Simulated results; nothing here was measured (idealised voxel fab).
process module | voxel gate over fins
cross-section cut | 260 nm wide | cells 5 nm
A cross-section is a grid of square cells, given in bands from the top down. A band is one or more rows of cells.
Each band's line starts with the height of the band's top and of its bottom, in nm. Then come its materials from left to right, each with its width in nm. One material with "throughout" fills the band from edge to edge. "air" is empty space.
Height 0 is the level under which the wafer as received is all one material. The lowest band goes on downwards, as in "0 down".
A width such as "30 to 40" changes by the same amount from each row of cells to the next, from the band's top row to its bottom row.
"no change" after a step means that no cell of the cross-section changed.
closed voids: empty space of 8 cells or more with no open way to the top, each as width x height at its distance from the left edge, in nm
after a step's settings: what the simulator itself notes on the step
overlay nm, on a step with a mask: how far to the right of its planned place the mask lay; to the left if negative
plan
1 op RECEIVE | material Si
2 op CONFORMAL_DEP | material SiN | thk nm 5
3 op DIRECTIONAL_DEP | material aC | thk nm 15
4 op PATTERN | tone cover | mask id FINS | material resist | width nm 15 | pitch nm 40 | thk nm 30 | overlay nm 0
5 op DIRECTIONAL_ETCH | etch materials aC | depth nm 15
6 op STRIP | etch materials resist
7 op DIRECTIONAL_ETCH | etch materials SiN | depth nm 5
8 op DIRECTIONAL_ETCH | etch materials Si | depth nm 35
9 op STRIP | etch materials aC
10 op OXIDIZE | depth nm 5
11 op FILL_DEP | material SiO2 | thk nm 10
12 op CMP | height nm 5
13 op SELECTIVE_ETCH | etch materials SiO2 | depth nm 15
14 op STRIP | etch materials SiN
15 op CONFORMAL_DEP | material HfO2 | thk nm 5
16 op CONFORMAL_DEP | material TiN | thk nm 5
17 op FILL_DEP | material W | thk nm 15
18 op CMP | height nm 20
19 op CONFORMAL_DEP | material SiCN | thk nm 10
as received, after step 1
  0 down: Si throughout
  closed voids: none
a wafer at the end: this start, this plan, one mistake
  30 to 20: SiCN throughout
  20 to 10: W throughout
  10 to 5: W 60 | TiN 25 | W 15 | TiN 25 | W 15 | TiN 25 | W 15 | TiN 25 | W 55
  5 to 0: W 60 | TiN 5 | HfO2 15 | TiN 5 | W 15 | TiN 5 | HfO2 15 | TiN 5 | W 15 | TiN 5 | HfO2 15 | TiN 5 | W 15 | TiN 5 | HfO2 15 | TiN 5 | W 55
  0 to -5: TiN 65 | HfO2 5 | Si 5 | HfO2 5 | TiN 25 | HfO2 5 | Si 5 | HfO2 5 | TiN 25 | HfO2 5 | Si 5 | HfO2 5 | TiN 25 | HfO2 5 | Si 5 | HfO2 5 | TiN 60
  -5 to -10: HfO2 70 | Si 5 | HfO2 35 | Si 5 | HfO2 35 | Si 5 | HfO2 35 | Si 5 | HfO2 65
  -10 to -40: SiO2 70 | Si 5 | SiO2 35 | Si 5 | SiO2 35 | Si 5 | SiO2 35 | Si 5 | SiO2 65
  -40 down: Si throughout
  closed voids: none
what went wrong: step 4 ran as: op PATTERN | tone cover | mask id FINS | material resist | width nm 15 | pitch nm 40 | thk nm 30 | overlay nm 5
